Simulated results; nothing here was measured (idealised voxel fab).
Process module in this document: voxel released beams
Each square cell in cross-section cut measures 5 nm, and the section as a whole is 245 nm wide.
Cross-section layout: square cells on a grid; listed as bands, top to bottom; a band spans one or more cell rows.
What a band's entry tells you: where the top is and where the bottom is, as heights in nm, and after that what lies inside, material by material from left to right, each with its width in nm. Empty space is written as the word "air", and a single material marked with the word "edge to edge" occupies the band from edge to edge.
We count height from 0. Below that, the starting wafer is all one material. The lowest band never ends at the bottom but goes on down; see "top 0, no bottom" for how that is written.
Read "30->40" as a graded width: first number on top, second number at the bottom, same change between each pair of neighbouring rows.
A step reported as "no change" is a step in which no cell of the cross-section changed.
This entry, "Enclosed voids", enumerates those empty regions of no fewer than 8 cells that possess no open connection to the top. Each region is reported in the form width x height at distance, the distance being taken from the left edge, with all three quantities expressed in nm.
The remark found on a step's line after its settings is issued by the simulator itself and pertains to that step.
overlay nm: mask right of planned place by this much (step with mask). Neg. = left.
## Here's what the planned process steps look like
1. op RECEIVE | material Si
2. op CONFORMAL_DEP | material SiN | thk nm 10
3. op DIRECTIONAL_DEP | material SiO2 | thk nm 15
4. op MASKED_ETCH | tone open | mask id ANCHOR | width nm 25 | etch materials SiO2 | depth nm 15 | overlay nm 0
5. op CONFORMAL_DEP | material W | thk nm 10
6. op MASKED_ETCH | tone cover | mask id BEAM | width nm 85 | etch materials W | depth nm 10 | overlay nm 0
7. op STRIP | etch materials SiO2
The plan's step 4 width nm is the first wafer's value; the wafers differ in this setting and start identical.
## Received condition of the first of several wafers, sectioned: post-step 1
  top 0, no bottom = Si edge to edge
  Enclosed voids: none
## End-of-module cross-section, first of several wafers, after last step 7
  top 35, bottom 25 = air 75 nm; W 20 nm; air 5 nm; W 60 nm; air 85 nm
  top 25, bottom 20 = air 85 nm; W 10 nm; air 5 nm; W 10 nm; air 135 nm
  top 20, bottom 10 = air 85 nm; W 25 nm; air 135 nm
  top 10, bottom 0 = SiN edge to edge
  top 0, no bottom = Si edge to edge
  Enclosed voids: none
## Here we cross-sectioned the last of the wafers once the module was done
  top 35, bottom 25 = air 75 nm; W 10 nm; air 30 nm; W 45 nm; air 85 nm
  top 25, bottom 20 = air 75 nm; W 10 nm; air 30 nm; W 10 nm; air 120 nm
  top 20, bottom 10 = air 75 nm; W 50 nm; air 120 nm
  top 10, bottom 0 = SiN edge to edge
  top 0, no bottom = Si edge to edge
  Enclosed voids: none
## Row per wafer, end-of-module: cell gain (+)/loss (-) by material since the wafer came in, then closed voids
width nm 25 | +98 SiN | +46 W | Enclosed voids: none
width nm 30 | +98 SiN | +46 W | Enclosed voids: none
width nm 35 | +98 SiN | +46 W | Enclosed voids: none
width nm 40 | +98 SiN | +46 W | Enclosed voids: none
width nm 45 | +98 SiN | +46 W | Enclosed voids: none
width nm 50 | +98 SiN | +46 W | Enclosed voids: none
